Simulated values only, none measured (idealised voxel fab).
process module | voxel transistor to metal
The cross-section on display is named cut; it measures 295 nm wide, and its cells are 5 nm squares.
When this document writes out a cross-section, it uses a grid of square cells and lists it as bands, beginning at the top and moving down, with a band standing for one or more rows of cells.
In this notation a band is specified by the heights of its top and bottom, in that order and in nm, after which its materials appear from left to right, each paired with its width in nm. The word "full width" attached to a single material means that material fills the band from edge to edge; the word "empty" stands for empty space.
Where do heights start? At 0: under that level the wafer as delivered is made of one material only. And the lowest band has no floor; it just carries on downward, as in "0..down".
Quick explanation for "30 to 40": the width changes in equal steps down the rows of cells, from the first number in the band's top row to the second number in its bottom row.
Where the words "nothing changed" appear for a step, the cross-section shows no cell changed by that step; every cell remained as before.
In the "Fully sealed cavities" entry, you get each enclosed empty space of 8 cells or more, one with no open way to the top, written width x height at distance, distance from the left edge, in nm.
Text after the settings on a step's line: the simulator's own remark on that step.
Each step line may optionally specify "overlay nm", which for a step with a mask gives the rightward distance between the mask's planned place and where it lay, a negative value indicating the leftward direction.
Read each pair as before and after one process step. The after cross-section shows only down to the lowest band that changed. The step between them and its settings are given below the pair. Pairs can come from different runs of this module on the same starting wafer. A pair continues from the pair above only where its "Pre-step cross-section" entry says so.

### Pre-step cross-section
  35..25 | SiO2 full width
  25..0 | 45 SiO2 | 10 SiN | 5 TiN | 25 W | 5 TiN | 10 SiN | 90 SiO2 | 10 SiN | 5 TiN | 25 W | 5 TiN | 10 SiN | 50 SiO2
  0..-5 | 15 SiO2 | 30 pSi | 5 SiO2 | 45 TiN | 5 SiO2 | 30 pSi | 30 SiO2 | 30 pSi | 5 SiO2 | 45 TiN | 5 SiO2 | 30 pSi | 20 SiO2
  -5..-25 | 20 SiO2 | 105 Si | 40 SiO2 | 105 Si | 25 SiO2
  -25..down | Si full width
  Fully sealed cavities: none

### Post-Step Cross-Section
  35..25 | 25 SiO2 | 15 empty | 65 SiO2 | 15 empty | 50 SiO2 | 15 empty | 65 SiO2 | 15 empty | 30 SiO2
  25..0 | 25 SiO2 | 15 empty | 5 SiO2 | 10 SiN | 5 TiN | 25 W | 5 TiN | 10 SiN | 5 SiO2 | 15 empty | 50 SiO2 | 15 empty | 5 SiO2 | 10 SiN | 5 TiN | 25 W | 5 TiN | 10 SiN | 5 SiO2 | 15 empty | 30 SiO2
  All layers under 0 are left as they were.
  Fully sealed cavities: none
Here is the step that sits between the two cross-sections above: MASKED_ETCH with tone open, mask id CONTACT, width nm 15, etch materials SiO2, depth nm 35, overlay nm 0

Pre-step cross-section: no separate figure, the pair right above already shows it after its step.

### Post-Step Cross-Section
  40..35 | 30 TiN | 5 empty | 75 TiN | 5 empty | 60 TiN | 5 empty | 75 TiN | 5 empty | 35 TiN
  35..25 | 25 SiO2 | 5 TiN | 5 empty | 5 TiN | 65 SiO2 | 5 TiN | 5 empty | 5 TiN | 50 SiO2 | 5 TiN | 5 empty | 5 TiN | 65 SiO2 | 5 TiN | 5 empty | 5 TiN | 30 SiO2
  25..5 | 25 SiO2 | 5 TiN | 5 empty | 5 TiN | 5 SiO2 | 10 SiN | 5 TiN | 25 W | 5 TiN | 10 SiN | 5 SiO2 | 5 TiN | 5 empty | 5 TiN | 50 SiO2 | 5 TiN | 5 empty | 5 TiN | 5 SiO2 | 10 SiN | 5 TiN | 25 W | 5 TiN | 10 SiN | 5 SiO2 | 5 TiN | 5 empty | 5 TiN | 30 SiO2
  5..0 | 25 SiO2 | 15 TiN | 5 SiO2 | 10 SiN | 5 TiN | 25 W | 5 TiN | 10 SiN | 5 SiO2 | 15 TiN | 50 SiO2 | 15 TiN | 5 SiO2 | 10 SiN | 5 TiN | 25 W | 5 TiN | 10 SiN | 5 SiO2 | 15 TiN | 30 SiO2
  All layers under 0 are left as they were.
  Fully sealed cavities: none
Here is the step that sits between the two cross-sections above: CONFORMAL_DEP with material TiN, thk nm 5

Pre-step cross-section: no separate figure, the pair right above already shows it after its step.

### Post-Step Cross-Section
  45..40 | Ru full width
  40..35 | 30 TiN | 5 Ru | 75 TiN | 5 Ru | 60 TiN | 5 Ru | 75 TiN | 5 Ru | 35 TiN
  35..25 | 25 SiO2 | 5 TiN | 5 Ru | 5 TiN | 65 SiO2 | 5 TiN | 5 Ru | 5 TiN | 50 SiO2 | 5 TiN | 5 Ru | 5 TiN | 65 SiO2 | 5 TiN | 5 Ru | 5 TiN | 30 SiO2
  25..5 | 25 SiO2 | 5 TiN | 5 Ru | 5 TiN | 5 SiO2 | 10 SiN | 5 TiN | 25 W | 5 TiN | 10 SiN | 5 SiO2 | 5 TiN | 5 Ru | 5 TiN | 50 SiO2 | 5 TiN | 5 Ru | 5 TiN | 5 SiO2 | 10 SiN | 5 TiN | 25 W | 5 TiN | 10 SiN | 5 SiO2 | 5 TiN | 5 Ru | 5 TiN | 30 SiO2
  All layers under 5 are left as they were.
  Fully sealed cavities: none
Here is the step that sits between the two cross-sections above: FILL_DEP with material Ru, thk nm 5

Pre-step cross-section: no separate figure, the pair right above already shows it after its step.

### Post-Step Cross-Section
  35..25 | 25 SiO2 | 5 TiN | 5 Ru | 5 TiN | 65 SiO2 | 5 TiN | 5 Ru | 5 TiN | 50 SiO2 | 5 TiN | 5 Ru | 5 TiN | 65 SiO2 | 5 TiN | 5 Ru | 5 TiN | 30 SiO2
  All layers under 25 are left as they were.
  Fully sealed cavities: none
Here is the step that sits between the two cross-sections above: CMP with height nm 35

Pre-step cross-section: no separate figure, the pair right above already shows it after its step.

### Post-Step Cross-Section
  40..35 | TiN full width
  All layers under 35 are left as they were.
  Fully sealed cavities: none
Here is the step that sits between the two cross-sections above: DIRECTIONAL_DEP with material TiN, thk nm 5

Pre-step cross-section: no separate figure, the pair right above already shows it after its step.

### Post-Step Cross-Section
  55..40 | Ru full width
  All layers under 40 are left as they were.
  Fully sealed cavities: none
Here is the step that sits between the two cross-sections above: DIRECTIONAL_DEP with material Ru, thk nm 15

Pre-step cross-section: no separate figure, the pair right above already shows it after its step.

### Post-Step Cross-Section
  70..55 | aC full width
  All layers under 55 are left as they were.
  Fully sealed cavities: none
Here is the step that sits between the two cross-sections above: DIRECTIONAL_DEP with material aC, thk nm 15

Pre-step cross-section: no separate figure, the pair right above already shows it after its step.

### Post-Step Cross-Section
  100..70 | 25 empty | 15 resist | 65 empty | 15 resist | 50 empty | 15 resist | 65 empty | 15 resist | 30 empty
  All layers under 70 are left as they were.
  Fully sealed cavities: none
Here is the step that sits between the two cross-sections above: PATTERN with tone cover, mask id METAL_1, material resist, width nm 15, thk nm 30, overlay nm 0

Pre-step cross-section: no separate figure, the pair right above already shows it after its step.

### Post-Step Cross-Section
  85..70 | 25 empty | 15 resist | 65 empty | 15 resist | 50 empty | 15 resist | 65 empty | 15 resist | 30 empty
  70..55 | 25 empty | 15 aC | 65 empty | 15 aC | 50 empty | 15 aC | 65 empty | 15 aC | 30 empty
  All layers under 55 are left as they were.
  Fully sealed cavities: none
Here is the step that sits between the two cross-sections above: DIRECTIONAL_ETCH with etch materials aC, depth nm 15

Pre-step cross-section: no separate figure, the pair right above already shows it after its step.

### Post-Step Cross-Section
  70..55 | 25 empty | 15 aC | 65 empty | 15 aC | 50 empty | 15 aC | 65 empty | 15 aC | 30 empty
  All layers under 55 are left as they were.
  Fully sealed cavities: none
Here is the step that sits between the two cross-sections above: STRIP with etch materials resist

Pre-step cross-section: no separate figure, the pair right above already shows it after its step.

### Post-Step Cross-Section
  70..55 | 25 empty | 15 aC | 65 empty | 15 aC | 50 empty | 15 aC | 65 empty | 15 aC | 30 empty
  55..40 | 25 empty | 15 Ru | 65 empty | 15 Ru | 50 empty | 15 Ru | 65 empty | 15 Ru | 30 empty
  All layers under 40 are left as they were.
  Fully sealed cavities: none
Here is the step that sits between the two cross-sections above: DIRECTIONAL_ETCH with etch materials Ru, depth nm 15

Pre-step cross-section: no separate figure, the pair right above already shows it after its step.

### Post-Step Cross-Section
  70..55 | 25 empty | 15 aC | 65 empty | 15 aC | 50 empty | 15 aC | 65 empty | 15 aC | 30 empty
  55..40 | 25 empty | 15 Ru | 65 empty | 15 Ru | 50 empty | 15 Ru | 65 empty | 15 Ru | 30 empty
  40..35 | 25 empty | 15 TiN | 65 empty | 15 TiN | 50 empty | 15 TiN | 65 empty | 15 TiN | 30 empty
  All layers under 35 are left as they were.
  Fully sealed cavities: none
Here is the step that sits between the two cross-sections above: DIRECTIONAL_ETCH with etch materials TiN, depth nm 5

Pre-step cross-section: no separate figure, the pair right above already shows it after its step.

### Post-Step Cross-Section
  55..40 | 25 empty | 15 Ru | 65 empty | 15 Ru | 50 empty | 15 Ru | 65 empty | 15 Ru | 30 empty
  All layers under 40 are left as they were.
  Fully sealed cavities: none
Here is the step that sits between the two cross-sections above: STRIP with etch materials aC

Pre-step cross-section: no separate figure, the pair right above already shows it after its step.

### Post-Step Cross-Section
  60..55 | 20 empty | 25 SiN | 55 empty | 25 SiN | 40 empty | 25 SiN | 55 empty | 25 SiN | 25 empty
  55..40 | 20 empty | 5 SiN | 15 Ru | 5 SiN | 55 empty | 5 SiN | 15 Ru | 5 SiN | 40 empty | 5 SiN | 15 Ru | 5 SiN | 55 empty | 5 SiN | 15 Ru | 5 SiN | 25 empty
  40..35 | 25 SiN | 15 TiN | 65 SiN | 15 TiN | 50 SiN | 15 TiN | 65 SiN | 15 TiN | 30 SiN
  All layers under 35 are left as they were.
  Fully sealed cavities: none
Here is the step that sits between the two cross-sections above: CONFORMAL_DEP with material SiN, thk nm 5

Pre-step cross-section: no separate figure, the pair right above already shows it after its step.

### Post-Step Cross-Section
  65..60 | lowk full width
  60..55 | 20 lowk | 25 SiN | 55 lowk | 25 SiN | 40 lowk | 25 SiN | 55 lowk | 25 SiN | 25 lowk
  55..40 | 20 lowk | 5 SiN | 15 Ru | 5 SiN | 55 lowk | 5 SiN | 15 Ru | 5 SiN | 40 lowk | 5 SiN | 15 Ru | 5 SiN | 55 lowk | 5 SiN | 15 Ru | 5 SiN | 25 lowk
  All layers under 40 are left as they were.
  Fully sealed cavities: none
Here is the step that sits between the two cross-sections above: FILL_DEP with material lowk, thk nm 5

Pre-step cross-section: no separate figure, the pair right above already shows it after its step.

### Post-Step Cross-Section
  55..40 | 20 lowk | 5 SiN | 15 Ru | 5 SiN | 55 lowk | 5 SiN | 15 Ru | 5 SiN | 40 lowk | 5 SiN | 15 Ru | 5 SiN | 55 lowk | 5 SiN | 15 Ru | 5 SiN | 25 lowk
  All layers under 40 are left as they were.
  Fully sealed cavities: none
Here is the step that sits between the two cross-sections above: CMP with height nm 55

Pre-step cross-section: no separate figure, the pair right above already shows it after its step.

### Post-Step Cross-Section
  60..55 | SiN full width
  All layers under 55 are left as they were.
  Fully sealed cavities: none
Here is the step that sits between the two cross-sections above: CONFORMAL_DEP with material SiN, thk nm 5

### Pre-step cross-section
  30..15 | 15 empty | 115 resist | 30 empty | 115 resist | 20 empty
  15..5 | 15 empty | 115 SiN | 30 empty | 115 SiN | 20 empty
  5..0 | 15 empty | 115 SiO2 | 30 empty | 115 SiO2 | 20 empty
  0..-20 | 15 empty | 115 Si | 30 empty | 115 Si | 20 empty
  -20..down | Si full width
  Fully sealed cavities: none

### Post-Step Cross-Section
  30..15 | 15 empty | 115 resist | 30 empty | 115 resist | 20 empty
  15..5 | 15 empty | 115 SiN | 30 empty | 115 SiN | 20 empty
  5..0 | 15 empty | 115 SiO2 | 30 empty | 115 SiO2 | 20 empty
  0..-40 | 15 empty | 115 Si | 30 empty | 115 Si | 20 empty
  All layers under -40 are left as they were.
  Fully sealed cavities: none
Here is the step that sits between the two cross-sections above: DIRECTIONAL_ETCH with etch materials Si, depth nm 20

Pre-step cross-section: no separate figure, the pair right above already shows it after its step.

### Post-Step Cross-Section
  15..5 | 15 empty | 115 SiN | 30 empty | 115 SiN | 20 empty
  All layers under 5 are left as they were.
  Fully sealed cavities: none
Here is the step that sits between the two cross-sections above: STRIP with etch materials resist

Pre-step cross-section: no separate figure, the pair right above already shows it after its step.

### Post-Step Cross-Section
  15..5 | 15 empty | 115 SiN | 30 empty | 115 SiN | 20 empty
  5..0 | 15 empty | 115 SiO2 | 30 empty | 115 SiO2 | 20 empty
  0..-40 | 15 empty | 5 SiO2 | 105 Si | 5 SiO2 | 30 empty | 5 SiO2 | 105 Si | 5 SiO2 | 20 empty
  -40..-45 | 20 SiO2 | 105 Si | 40 SiO2 | 105 Si | 25 SiO2
  All layers under -45 are left as they were.
  Fully sealed cavities: none
Here is the step that sits between the two cross-sections above: OXIDIZE with depth nm 5

Pre-step cross-section: no separate figure, the pair right above already shows it after its step.

### Post-Step Cross-Section
  20..15 | SiO2 full width
  15..5 | 15 SiO2 | 115 SiN | 30 SiO2 | 115 SiN | 20 SiO2
  5..0 | SiO2 full width
  0..-45 | 20 SiO2 | 105 Si | 40 SiO2 | 105 Si | 25 SiO2
  All layers under -45 are left as they were.
  Fully sealed cavities: none
Here is the step that sits between the two cross-sections above: FILL_DEP with material SiO2, thk nm 5

Pre-step cross-section: no separate figure, the pair right above already shows it after its step.

### Post-Step Cross-Section
  15..5 | 15 SiO2 | 115 SiN | 30 SiO2 | 115 SiN | 20 SiO2
  All layers under 5 are left as they were.
  Fully sealed cavities: none
Here is the step that sits between the two cross-sections above: CMP with height nm 15

Pre-step cross-section: no separate figure, the pair right above already shows it after its step.

### Post-Step Cross-Section
  15..5 | 15 empty | 115 SiN | 30 empty | 115 SiN | 20 empty
  All layers under 5 are left as they were.
  Fully sealed cavities: none
Here is the step that sits between the two cross-sections above: SELECTIVE_ETCH with etch materials SiO2, depth nm 10

Pre-step cross-section: no separate figure, the pair right above already shows it after its step.

### Post-Step Cross-Section
  5..0 | SiO2 full width
  All layers under 0 are left as they were.
  Fully sealed cavities: none
Here is the step that sits between the two cross-sections above: STRIP with etch materials SiN

Pre-step cross-section: no separate figure, the pair right above already shows it after its step.

### Post-Step Cross-Section
  0..-45 | 20 SiO2 | 105 Si | 40 SiO2 | 105 Si | 25 SiO2
  All layers under -45 are left as they were.
  Fully sealed cavities: none
Here is the step that sits between the two cross-sections above: SELECTIVE_ETCH with etch materials SiO2, depth nm 5

Pre-step cross-section: no separate figure, the pair right above already shows it after its step.

### Post-Step Cross-Section
  0..-5 | SiO2 full width
  All layers under -5 are left as they were.
  Fully sealed cavities: none
Here is the step that sits between the two cross-sections above: OXIDIZE with depth nm 5

Pre-step cross-section: no separate figure, the pair right above already shows it after its step.

### Post-Step Cross-Section
  30..0 | polySi full width
  All layers under 0 are left as they were.
  Fully sealed cavities: none
Here is the step that sits between the two cross-sections above: DIRECTIONAL_DEP with material polySi, thk nm 30

Pre-step cross-section: no separate figure, the pair right above already shows it after its step.

### Post-Step Cross-Section
  40..30 | SiCN full width
  All layers under 30 are left as they were.
  Fully sealed cavities: none
Here is the step that sits between the two cross-sections above: DIRECTIONAL_DEP with material SiCN, thk nm 10

Pre-step cross-section: no separate figure, the pair right above already shows it after its step.

### Post-Step Cross-Section
  50..40 | aC full width
  All layers under 40 are left as they were.
  Fully sealed cavities: none
Here is the step that sits between the two cross-sections above: DIRECTIONAL_DEP with material aC, thk nm 10

Pre-step cross-section: no separate figure, the pair right above already shows it after its step.

### Post-Step Cross-Section
  75..50 | 55 empty | 35 resist | 110 empty | 35 resist | 60 empty
  All layers under 50 are left as they were.
  Fully sealed cavities: none
Here is the step that sits between the two cross-sections above: PATTERN with tone cover, mask id GATE, material resist, width nm 35, pitch nm 145, thk nm 25, overlay nm 0

Pre-step cross-section: no separate figure, the pair right above already shows it after its step.

### Post-Step Cross-Section
  65..50 | 55 empty | 35 resist | 110 empty | 35 resist | 60 empty
  50..40 | 55 empty | 35 aC | 110 empty | 35 aC | 60 empty
  All layers under 40 are left as they were.
  Fully sealed cavities: none
Here is the step that sits between the two cross-sections above: DIRECTIONAL_ETCH with etch materials aC, depth nm 10

Pre-step cross-section: no separate figure, the pair right above already shows it after its step.

### Post-Step Cross-Section
  50..40 | 55 empty | 35 aC | 110 empty | 35 aC | 60 empty
  All layers under 40 are left as they were.
  Fully sealed cavities: none
Here is the step that sits between the two cross-sections above: STRIP with etch materials resist

Pre-step cross-section: no separate figure, the pair right above already shows it after its step.

### Post-Step Cross-Section
  50..40 | 55 empty | 35 aC | 110 empty | 35 aC | 60 empty
  40..30 | 55 empty | 35 SiCN | 110 empty | 35 SiCN | 60 empty
  All layers under 30 are left as they were.
  Fully sealed cavities: none
Here is the step that sits between the two cross-sections above: DIRECTIONAL_ETCH with etch materials SiCN, depth nm 20

Pre-step cross-section: no separate figure, the pair right above already shows it after its step.

### Post-Step Cross-Section
  50..40 | 55 empty | 35 aC | 110 empty | 35 aC | 60 empty
  40..30 | 55 empty | 35 SiCN | 110 empty | 35 SiCN | 60 empty
  30..0 | 55 empty | 35 polySi | 110 empty | 35 polySi | 60 empty
  All layers under 0 are left as they were.
  Fully sealed cavities: none
Here is the step that sits between the two cross-sections above: DIRECTIONAL_ETCH with etch materials polySi, depth nm 40

Pre-step cross-section: no separate figure, the pair right above already shows it after its step.

### Post-Step Cross-Section
  40..30 | 55 empty | 35 SiCN | 110 empty | 35 SiCN | 60 empty
  All layers under 30 are left as they were.
  Fully sealed cavities: none
Here is the step that sits between the two cross-sections above: STRIP with etch materials aC

Pre-step cross-section: no separate figure, the pair right above already shows it after its step.

### Post-Step Cross-Section
  50..40 | 45 empty | 55 SiN | 90 empty | 55 SiN | 50 empty
  40..30 | 45 empty | 10 SiN | 35 SiCN | 10 SiN | 90 empty | 10 SiN | 35 SiCN | 10 SiN | 50 empty
  30..10 | 45 empty | 10 SiN | 35 polySi | 10 SiN | 90 empty | 10 SiN | 35 polySi | 10 SiN | 50 empty
  10..0 | 55 SiN | 35 polySi | 110 SiN | 35 polySi | 60 SiN
  All layers under 0 are left as they were.
  Fully sealed cavities: none
Here is the step that sits between the two cross-sections above: CONFORMAL_DEP with material SiN, thk nm 10

Pre-step cross-section: no separate figure, the pair right above already shows it after its step.

### Post-Step Cross-Section
  40..30 | 45 empty | 10 SiN | 35 SiCN | 10 SiN | 90 empty | 10 SiN | 35 SiCN | 10 SiN | 50 empty
  30..0 | 45 empty | 10 SiN | 35 polySi | 10 SiN | 90 empty | 10 SiN | 35 polySi | 10 SiN | 50 empty
  All layers under 0 are left as they were.
  Fully sealed cavities: none
Here is the step that sits between the two cross-sections above: DIRECTIONAL_ETCH with etch materials SiN, depth nm 10

Pre-step cross-section: no separate figure, the pair right above already shows it after its step.

### Post-Step Cross-Section
  40..30 | 45 empty | 10 SiN | 35 SiCN | 10 SiN | 90 empty | 10 SiN | 35 SiCN | 10 SiN | 50 empty
  30..0 | 45 empty | 10 SiN | 35 polySi | 10 SiN | 90 empty | 10 SiN | 35 polySi | 10 SiN | 50 empty
  0..-5 | 45 empty | 55 SiO2 | 90 empty | 55 SiO2 | 50 empty
  All layers under -5 are left as they were.
  Fully sealed cavities: none
Here is the step that sits between the two cross-sections above: DIRECTIONAL_ETCH with etch materials SiO2, depth nm 5

Pre-step cross-section: no separate figure, the pair right above already shows it after its step.

### Post-Step Cross-Section
  40..30 | 45 empty | 10 SiN | 35 SiCN | 10 SiN | 90 empty | 10 SiN | 35 SiCN | 10 SiN | 50 empty
  30..0 | 45 empty | 10 SiN | 35 polySi | 10 SiN | 90 empty | 10 SiN | 35 polySi | 10 SiN | 50 empty
  0..-5 | 15 empty | 30 pSi | 55 SiO2 | 30 pSi | 30 empty | 30 pSi | 55 SiO2 | 30 pSi | 20 empty
  All layers under -5 are left as they were.
  Fully sealed cavities: none
Here is the step that sits between the two cross-sections above: EPI with material pSi, thk nm 5

Pre-step cross-section: no separate figure, the pair right above already shows it after its step.

### Post-Step Cross-Section
  50..40 | SiO2 full width
  40..30 | 45 SiO2 | 10 SiN | 35 SiCN | 10 SiN | 90 SiO2 | 10 SiN | 35 SiCN | 10 SiN | 50 SiO2
  30..0 | 45 SiO2 | 10 SiN | 35 polySi | 10 SiN | 90 SiO2 | 10 SiN | 35 polySi | 10 SiN | 50 SiO2
  0..-5 | 15 SiO2 | 30 pSi | 55 SiO2 | 30 pSi | 30 SiO2 | 30 pSi | 55 SiO2 | 30 pSi | 20 SiO2
  All layers under -5 are left as they were.
  Fully sealed cavities: none
Here is the step that sits between the two cross-sections above: FILL_DEP with material SiO2, thk nm 10

Pre-step cross-section: no separate figure, the pair right above already shows it after its step.

### Post-Step Cross-Section
  30..0 | 45 SiO2 | 10 SiN | 35 polySi | 10 SiN | 90 SiO2 | 10 SiN | 35 polySi | 10 SiN | 50 SiO2
  All layers under 0 are left as they were.
  Fully sealed cavities: none
Here is the step that sits between the two cross-sections above: CMP with height nm 30

Pre-step cross-section: no separate figure, the pair right above already shows it after its step.

### Post-Step Cross-Section
  30..0 | 45 SiO2 | 10 SiN | 35 empty | 10 SiN | 90 SiO2 | 10 SiN | 35 empty | 10 SiN | 50 SiO2
  All layers under 0 are left as they were.
  Fully sealed cavities: none
Here is the step that sits between the two cross-sections above: STRIP with etch materials polySi

Pre-step cross-section: no separate figure, the pair right above already shows it after its step.

### Post-Step Cross-Section
  30..25 | 45 empty | 10 SiN | 35 empty | 10 SiN | 90 empty | 10 SiN | 35 empty | 10 SiN | 50 empty
  25..0 | 45 SiO2 | 10 SiN | 35 empty | 10 SiN | 90 SiO2 | 10 SiN | 35 empty | 10 SiN | 50 SiO2
  0..-5 | 15 SiO2 | 30 pSi | 5 SiO2 | 45 empty | 5 SiO2 | 30 pSi | 30 SiO2 | 30 pSi | 5 SiO2 | 45 empty | 5 SiO2 | 30 pSi | 20 SiO2
  All layers under -5 are left as they were.
  Fully sealed cavities: none
Here is the step that sits between the two cross-sections above: SELECTIVE_ETCH with etch materials SiO2, depth nm 5

Pre-step cross-section: no separate figure, the pair right above already shows it after its step.

### Post-Step Cross-Section
  35..30 | 40 empty | 20 HfO2 | 25 empty | 20 HfO2 | 80 empty | 20 HfO2 | 25 empty | 20 HfO2 | 45 empty
  30..25 | 45 HfO2 | 10 SiN | 5 HfO2 | 25 empty | 5 HfO2 | 10 SiN | 90 HfO2 | 10 SiN | 5 HfO2 | 25 empty | 5 HfO2 | 10 SiN | 50 HfO2
  25..0 | 45 SiO2 | 10 SiN | 5 HfO2 | 25 empty | 5 HfO2 | 10 SiN | 90 SiO2 | 10 SiN | 5 HfO2 | 25 empty | 5 HfO2 | 10 SiN | 50 SiO2
  0..-5 | 15 SiO2 | 30 pSi | 5 SiO2 | 45 HfO2 | 5 SiO2 | 30 pSi | 30 SiO2 | 30 pSi | 5 SiO2 | 45 HfO2 | 5 SiO2 | 30 pSi | 20 SiO2
  All layers under -5 are left as they were.
  Fully sealed cavities: none
Here is the step that sits between the two cross-sections above: CONFORMAL_DEP with material HfO2, thk nm 5

Pre-step cross-section: no separate figure, the pair right above already shows it after its step.

### Post-Step Cross-Section
  40..35 | 35 empty | 30 TiN | 15 empty | 30 TiN | 70 empty | 30 TiN | 15 empty | 30 TiN | 40 empty
  35..30 | 40 TiN | 20 HfO2 | 5 TiN | 15 empty | 5 TiN | 20 HfO2 | 80 TiN | 20 HfO2 | 5 TiN | 15 empty | 5 TiN | 20 HfO2 | 45 TiN
  30..25 | 45 HfO2 | 10 SiN | 5 HfO2 | 5 TiN | 15 empty | 5 TiN | 5 HfO2 | 10 SiN | 90 HfO2 | 10 SiN | 5 HfO2 | 5 TiN | 15 empty | 5 TiN | 5 HfO2 | 10 SiN | 50 HfO2
  25..5 | 45 SiO2 | 10 SiN | 5 HfO2 | 5 TiN | 15 empty | 5 TiN | 5 HfO2 | 10 SiN | 90 SiO2 | 10 SiN | 5 HfO2 | 5 TiN | 15 empty | 5 TiN | 5 HfO2 | 10 SiN | 50 SiO2
  5..0 | 45 SiO2 | 10 SiN | 5 HfO2 | 25 TiN | 5 HfO2 | 10 SiN | 90 SiO2 | 10 SiN | 5 HfO2 | 25 TiN | 5 HfO2 | 10 SiN | 50 SiO2
  All layers under 0 are left as they were.
  Fully sealed cavities: none
Here is the step that sits between the two cross-sections above: CONFORMAL_DEP with material TiN, thk nm 5

Pre-step cross-section: no separate figure, the pair right above already shows it after its step.

### Post-Step Cross-Section
  50..40 | W full width
  40..35 | 35 W | 30 TiN | 15 W | 30 TiN | 70 W | 30 TiN | 15 W | 30 TiN | 40 W
  35..30 | 40 TiN | 20 HfO2 | 5 TiN | 15 W | 5 TiN | 20 HfO2 | 80 TiN | 20 HfO2 | 5 TiN | 15 W | 5 TiN | 20 HfO2 | 45 TiN
  30..25 | 45 HfO2 | 10 SiN | 5 HfO2 | 5 TiN | 15 W | 5 TiN | 5 HfO2 | 10 SiN | 90 HfO2 | 10 SiN | 5 HfO2 | 5 TiN | 15 W | 5 TiN | 5 HfO2 | 10 SiN | 50 HfO2
  25..5 | 45 SiO2 | 10 SiN | 5 HfO2 | 5 TiN | 15 W | 5 TiN | 5 HfO2 | 10 SiN | 90 SiO2 | 10 SiN | 5 HfO2 | 5 TiN | 15 W | 5 TiN | 5 HfO2 | 10 SiN | 50 SiO2
  All layers under 5 are left as they were.
  Fully sealed cavities: none
Here is the step that sits between the two cross-sections above: FILL_DEP with material W, thk nm 10

Pre-step cross-section: no separate figure, the pair right above already shows it after its step.

### Post-Step Cross-Section
  25..5 | 45 SiO2 | 10 SiN | 5 HfO2 | 5 TiN | 15 W | 5 TiN | 5 HfO2 | 10 SiN | 90 SiO2 | 10 SiN | 5 HfO2 | 5 TiN | 15 W | 5 TiN | 5 HfO2 | 10 SiN | 50 SiO2
  All layers under 5 are left as they were.
  Fully sealed cavities: none
Here is the step that sits between the two cross-sections above: CMP with height nm 25

Pre-step cross-section: no separate figure, the pair right above already shows it after its step.

### Post-Step Cross-Section
  35..25 | SiO2 full width
  All layers under 25 are left as they were.
  Fully sealed cavities: none
Here is the step that sits between the two cross-sections above: DIRECTIONAL_DEP with material SiO2, thk nm 10

Pre-step cross-section: no separate figure, the pair right above already shows it after its step.

### Post-Step Cross-Section
  35..25 | 25 SiO2 | 15 empty | 65 SiO2 | 15 empty | 50 SiO2 | 15 empty | 65 SiO2 | 15 empty | 30 SiO2
  25..5 | 25 SiO2 | 15 empty | 5 SiO2 | 10 SiN | 5 HfO2 | 5 TiN | 15 W | 5 TiN | 5 HfO2 | 10 SiN | 5 SiO2 | 15 empty | 50 SiO2 | 15 empty | 5 SiO2 | 10 SiN | 5 HfO2 | 5 TiN | 15 W | 5 TiN | 5 HfO2 | 10 SiN | 5 SiO2 | 15 empty | 30 SiO2
  5..0 | 25 SiO2 | 15 empty | 5 SiO2 | 10 SiN | 5 HfO2 | 25 TiN | 5 HfO2 | 10 SiN | 5 SiO2 | 15 empty | 50 SiO2 | 15 empty | 5 SiO2 | 10 SiN | 5 HfO2 | 25 TiN | 5 HfO2 | 10 SiN | 5 SiO2 | 15 empty | 30 SiO2
  All layers under 0 are left as they were.
  Fully sealed cavities: none
Here is the step that sits between the two cross-sections above: MASKED_ETCH with tone open, mask id CONTACT, width nm 15, etch materials SiO2, depth nm 35, overlay nm 0

Pre-step cross-section: no separate figure, the pair right above already shows it after its step.

### Post-Step Cross-Section
  40..35 | 30 TiN | 5 empty | 75 TiN | 5 empty | 60 TiN | 5 empty | 75 TiN | 5 empty | 35 TiN
  35..25 | 25 SiO2 | 5 TiN | 5 empty | 5 TiN | 65 SiO2 | 5 TiN | 5 empty | 5 TiN | 50 SiO2 | 5 TiN | 5 empty | 5 TiN | 65 SiO2 | 5 TiN | 5 empty | 5 TiN | 30 SiO2
  25..5 | 25 SiO2 | 5 TiN | 5 empty | 5 TiN | 5 SiO2 | 10 SiN | 5 HfO2 | 5 TiN | 15 W | 5 TiN | 5 HfO2 | 10 SiN | 5 SiO2 | 5 TiN | 5 empty | 5 TiN | 50 SiO2 | 5 TiN | 5 empty | 5 TiN | 5 SiO2 | 10 SiN | 5 HfO2 | 5 TiN | 15 W | 5 TiN | 5 HfO2 | 10 SiN | 5 SiO2 | 5 TiN | 5 empty | 5 TiN | 30 SiO2
  5..0 | 25 SiO2 | 15 TiN | 5 SiO2 | 10 SiN | 5 HfO2 | 25 TiN | 5 HfO2 | 10 SiN | 5 SiO2 | 15 TiN | 50 SiO2 | 15 TiN | 5 SiO2 | 10 SiN | 5 HfO2 | 25 TiN | 5 HfO2 | 10 SiN | 5 SiO2 | 15 TiN | 30 SiO2
  All layers under 0 are left as they were.
  Fully sealed cavities: none
Here is the step that sits between the two cross-sections above: CONFORMAL_DEP with material TiN, thk nm 5

Pre-step cross-section: no separate figure, the pair right above already shows it after its step.

### Post-Step Cross-Section
  45..40 | Ru full width
  40..35 | 30 TiN | 5 Ru | 75 TiN | 5 Ru | 60 TiN | 5 Ru | 75 TiN | 5 Ru | 35 TiN
  35..25 | 25 SiO2 | 5 TiN | 5 Ru | 5 TiN | 65 SiO2 | 5 TiN | 5 Ru | 5 TiN | 50 SiO2 | 5 TiN | 5 Ru | 5 TiN | 65 SiO2 | 5 TiN | 5 Ru | 5 TiN | 30 SiO2
  25..5 | 25 SiO2 | 5 TiN | 5 Ru | 5 TiN | 5 SiO2 | 10 SiN | 5 HfO2 | 5 TiN | 15 W | 5 TiN | 5 HfO2 | 10 SiN | 5 SiO2 | 5 TiN | 5 Ru | 5 TiN | 50 SiO2 | 5 TiN | 5 Ru | 5 TiN | 5 SiO2 | 10 SiN | 5 HfO2 | 5 TiN | 15 W | 5 TiN | 5 HfO2 | 10 SiN | 5 SiO2 | 5 TiN | 5 Ru | 5 TiN | 30 SiO2
  All layers under 5 are left as they were.
  Fully sealed cavities: none
Here is the step that sits between the two cross-sections above: FILL_DEP with material Ru, thk nm 5

Pre-step cross-section: no separate figure, the pair right above already shows it after its step.

### Post-Step Cross-Section
  35..25 | 25 SiO2 | 5 TiN | 5 Ru | 5 TiN | 65 SiO2 | 5 TiN | 5 Ru | 5 TiN | 50 SiO2 | 5 TiN | 5 Ru | 5 TiN | 65 SiO2 | 5 TiN | 5 Ru | 5 TiN | 30 SiO2
  All layers under 25 are left as they were.
  Fully sealed cavities: none
Here is the step that sits between the two cross-sections above: CMP with height nm 35
